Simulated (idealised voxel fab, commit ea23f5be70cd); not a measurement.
This section sets out a process module, namely voxel quadruple lines.
FYI the section here is cut, 245 nm wide, cells are 5 nm squares.
Square cells in a grid make up a cross-section in this document, and the grid is given as bands, listed from the top down, each one or more rows of cells. The band entry comprises the height of the band's top followed by the height of its bottom, expressed in nm, and subsequently the band's materials from left to right, each stated together with its width in nm. Where a single material is marked with the word "full width", that material fills the band from edge to edge. The word "empty" represents empty space. Measure heights from 0. That's the level where, below it, the as-received wafer is all one material. The lowest band is bottomless and extends downward; write it as in "0..down". A width given as "30 to 40" starts at the first number in the band's top row and ends at the second number in its bottom row, shifting by an equal amount at every step from row to row. Given "nothing altered" for a step, no cell of the cross-section differs between before and after that step. In "Closed cavity list" the enclosed voids are listed, meaning empty spaces of 8 cells or larger without any opening to the top. The form is width x height at distance, distance from the left edge, units nm. Past the settings on a step's line: simulator remark, on that step. "overlay nm" denotes, for a step that has a mask, the displacement of the mask to the right of its planned place, with negative values corresponding to the left.

Process steps foreseen in the plan
1. RECEIVE,material Si
2. CONFORMAL_DEP,material Al2O3,thk nm 5
3. DIRECTIONAL_DEP,material TiN,thk nm 10
4. DIRECTIONAL_DEP,material polySi,thk nm 20
5. DIRECTIONAL_DEP,material aC,thk nm 20
6. PATTERN,tone cover,mask id MANDREL,material resist,width nm 15,pitch nm 60,thk nm 25,overlay nm 0
7. DIRECTIONAL_ETCH,etch materials aC,depth nm 20
8. STRIP,etch materials resist
9. CONFORMAL_DEP,material SiO2,thk nm 10
10. DIRECTIONAL_ETCH,etch materials SiO2,depth nm 10
11. STRIP,etch materials aC
12. DIRECTIONAL_ETCH,etch materials polySi,depth nm 20
13. STRIP,etch materials SiO2
14. CONFORMAL_DEP,material SiCN,thk nm 5
15. DIRECTIONAL_ETCH,etch materials SiCN,depth nm 5
16. STRIP,etch materials polySi
17. DIRECTIONAL_ETCH,etch materials TiN,depth nm 10
18. STRIP,etch materials SiCN
19. FILL_DEP,material SiO2,thk nm 5
20. CMP,height nm 15
The width nm used in step 6 is not the same on every wafer, whereas the starting condition is; the value printed in the plan is the first wafer's.

The first of several wafers, as received after step 1, seen in section
* 0..down | Si full width
* Closed cavity list: none

Last step of the module is step 20; after it, the first of several wafers in cross-section
* 15..5 | SiO2 70, TiN 5, SiO2 10, TiN 5, SiO2 5, TiN 5, SiO2 10, TiN 5, SiO2 15, TiN 5, SiO2 10, TiN 5, SiO2 5, TiN 5, SiO2 10, TiN 5, SiO2 70
* 5..0 | Al2O3 full width
* 0..down | Si full width
* Closed cavity list: none

Wafer cross-section (last wafer, module end)
* 15..5 | SiO2 60, TiN 5, SiO2 10, TiN 5, SiO2 25, TiN 5, SiO2 10, TiN 5, SiO2 10, TiN 5, SiO2 25, TiN 5, SiO2 10, TiN 5, SiO2 60
* 5..0 | Al2O3 full width
* 0..down | Si full width
* Closed cavity list: none

Wafer rows; end of module; cells per material since receipt: (+) gained, (-) lost; then closed voids
width nm 15, +49 Al2O3, +82 SiO2, +16 TiN, Closed cavity list: none
width nm 20, +49 Al2O3, +82 SiO2, +16 TiN, Closed cavity list: none
width nm 25, +49 Al2O3, +82 SiO2, +16 TiN, Closed cavity list: none
width nm 30, +49 Al2O3, +82 SiO2, +16 TiN, Closed cavity list: none
width nm 35, +49 Al2O3, +84 SiO2, +14 TiN, Closed cavity list: none
